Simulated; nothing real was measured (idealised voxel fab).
process module | voxel transistor to metal
cross-section cut | 200 nm wide | cells 5 nm
A cross-section is a grid of square cells, given in bands from the top down. A band is one or more rows of cells.
Each band's line starts with the height of the band's top and of its bottom, in nm. Then come its materials from left to right, each with its width in nm. One material with "throughout" fills the band from edge to edge. "air" is empty space.
Height 0 is the level under which the wafer as received is all one material. The lowest band goes on downwards, as in "0 down".
A width such as "30 to 40" changes by the same amount from each row of cells to the next, from the band's top row to its bottom row.
"no change" after a step means that no cell of the cross-section changed.
closed voids: empty space of 8 cells or more with no open way to the top, each as width x height at its distance from the left edge, in nm
after a step's settings: what the simulator itself notes on the step
overlay nm, on a step with a mask: how far to the right of its planned place the mask lay; to the left if negative
plan
1 op RECEIVE | material Si
2 op OXIDIZE | depth nm 5
3 op CONFORMAL_DEP | material SiN | thk nm 10
4 op MASKED_ETCH | tone cover | mask id ACTIVE | width nm 110 | etch materials SiN | depth nm 10 | overlay nm 0
5 op MASKED_ETCH | tone cover | mask id ACTIVE | width nm 110 | etch materials SiO2 | depth nm 5 | overlay nm 0
6 op MASKED_ETCH | tone cover | mask id ACTIVE | width nm 110 | etch materials Si | depth nm 35 | overlay nm 0
7 op OXIDIZE | depth nm 5
8 op FILL_DEP | material SiO2 | thk nm 5
9 op CMP | height nm 10
10 op SELECTIVE_ETCH | etch materials SiO2 | depth nm 10
11 op STRIP | etch materials SiN
12 op SELECTIVE_ETCH | etch materials SiO2 | depth nm 5
13 op OXIDIZE | depth nm 5
14 op DIRECTIONAL_DEP | material polySi | thk nm 25
15 op DIRECTIONAL_DEP | material SiCN | thk nm 15
16 op DIRECTIONAL_DEP | material aC | thk nm 15
17 op PATTERN | tone cover | mask id GATE | material resist | width nm 20 | thk nm 30 | overlay nm 0
18 op DIRECTIONAL_ETCH | etch materials aC | depth nm 15
19 op STRIP | etch materials resist
20 op DIRECTIONAL_ETCH | etch materials SiCN | depth nm 25
21 op DIRECTIONAL_ETCH | etch materials polySi | depth nm 35
22 op STRIP | etch materials aC
23 op CONFORMAL_DEP | material SiO2 | thk nm 5
24 op DIRECTIONAL_ETCH | etch materials SiO2 | depth nm 5
25 op CONFORMAL_DEP | material SiN | thk nm 5
26 op DIRECTIONAL_ETCH | etch materials SiN | depth nm 5
27 op DIRECTIONAL_ETCH | etch materials SiO2 | depth nm 5
28 op DIRECTIONAL_ETCH | etch materials Si | depth nm 10
29 op EPI | material nSi | thk nm 10
30 op FILL_DEP | material SiO2 | thk nm 10
31 op CMP | height nm 35
32 op DIRECTIONAL_DEP | material SiO2 | thk nm 15
33 op DIRECTIONAL_DEP | material aC | thk nm 10
34 op PATTERN | tone open | mask id CONTACT | material resist | width nm 20 | pitch nm 80 | thk nm 25 | overlay nm 0
35 op DIRECTIONAL_ETCH | etch materials aC | depth nm 10
36 op STRIP | etch materials resist
37 op DIRECTIONAL_ETCH | etch materials SiO2 | depth nm 60
38 op STRIP | etch materials aC
39 op CONFORMAL_DEP | material TiN | thk nm 5
40 op FILL_DEP | material W | thk nm 10
41 op CMP | height nm 50
42 op CONFORMAL_DEP | material SiN | thk nm 5
43 op DIRECTIONAL_DEP | material lowk | thk nm 25
44 op MASKED_ETCH | tone open | mask id METAL_1 | width nm 20 | pitch nm 80 | etch materials lowk | depth nm 25 | overlay nm 0
45 op MASKED_ETCH | tone open | mask id METAL_1 | width nm 20 | pitch nm 80 | etch materials SiN | depth nm 5 | overlay nm 0
46 op CONFORMAL_DEP | material TiN | thk nm 5
47 op FILL_DEP | material W | thk nm 10
48 op CMP | height nm 80
49 op EPI | material Ru | thk nm 5
50 op FILL_DEP | material SiCN | thk nm 5
as received, after step 1
  0 down: Si throughout
  closed voids: none
first wafer at the end, as planned
  90 to 85: SiCN throughout
  85 to 80: SiCN 45 | Ru 30 | SiCN 50 | Ru 30 | SiCN 45
  80 to 55: lowk 50 | TiN 5 | W 10 | TiN 5 | lowk 60 | TiN 5 | W 10 | TiN 5 | lowk 50
  55 to 50: SiN 50 | TiN 20 | SiN 60 | TiN 20 | SiN 50
  50 to 35: SiO2 50 | TiN 5 | W 10 | TiN 5 | SiO2 60 | TiN 5 | W 10 | TiN 5 | SiO2 50
  35 to 20: SiO2 50 | TiN 5 | W 10 | TiN 5 | SiO2 10 | SiN 5 | SiO2 5 | SiCN 20 | SiO2 5 | SiN 5 | SiO2 10 | TiN 5 | W 10 | TiN 5 | SiO2 50
  20 to 0: SiO2 50 | TiN 5 | W 10 | TiN 5 | SiO2 10 | SiN 5 | SiO2 5 | polySi 20 | SiO2 5 | SiN 5 | SiO2 10 | TiN 5 | W 10 | TiN 5 | SiO2 50
  0 to -5: SiO2 50 | TiN 5 | W 10 | TiN 5 | nSi 10 | SiN 5 | SiO2 5 | polySi 20 | SiO2 5 | SiN 5 | nSi 10 | TiN 5 | W 10 | TiN 5 | SiO2 50
  -5 to -10: SiO2 50 | TiN 20 | nSi 10 | SiO2 40 | nSi 10 | TiN 20 | SiO2 50
  -10 to -20: SiO2 50 | nSi 30 | Si 40 | nSi 30 | SiO2 50
  -20 to -45: SiO2 50 | Si 100 | SiO2 50
  -45 down: Si throughout
  closed voids: none
second wafer at the end: like start, like plan, one mistake
  90 to 85: SiCN throughout
  85 to 80: SiCN 45 | Ru 30 | SiCN 50 | Ru 30 | SiCN 45
  80 to 55: lowk 50 | TiN 5 | W 10 | TiN 5 | lowk 60 | TiN 5 | W 10 | TiN 5 | lowk 50
  55 to 50: SiN 50 | TiN 20 | SiN 60 | TiN 20 | SiN 50
  50 to 35: polySi throughout
  35 to 20: SiO2 80 | SiN 5 | SiO2 5 | SiCN 20 | SiO2 5 | SiN 5 | SiO2 80
  20 to 0: SiO2 80 | SiN 5 | SiO2 5 | polySi 20 | SiO2 5 | SiN 5 | SiO2 80
  0 to -5: SiO2 70 | nSi 10 | SiN 5 | SiO2 5 | polySi 20 | SiO2 5 | SiN 5 | nSi 10 | SiO2 70
  -5 to -10: SiO2 70 | nSi 10 | SiO2 40 | nSi 10 | SiO2 70
  -10 to -20: SiO2 50 | nSi 30 | Si 40 | nSi 30 | SiO2 50
  -20 to -45: SiO2 50 | Si 100 | SiO2 50
  -45 down: Si throughout
  closed voids: none
what went wrong: step 32 ran as: op DIRECTIONAL_DEP | material polySi | thk nm 15
at the end the second wafer has, in cells: 24 fewer of SiO2 | 52 fewer of TiN | 44 fewer of W | 120 more of polySi
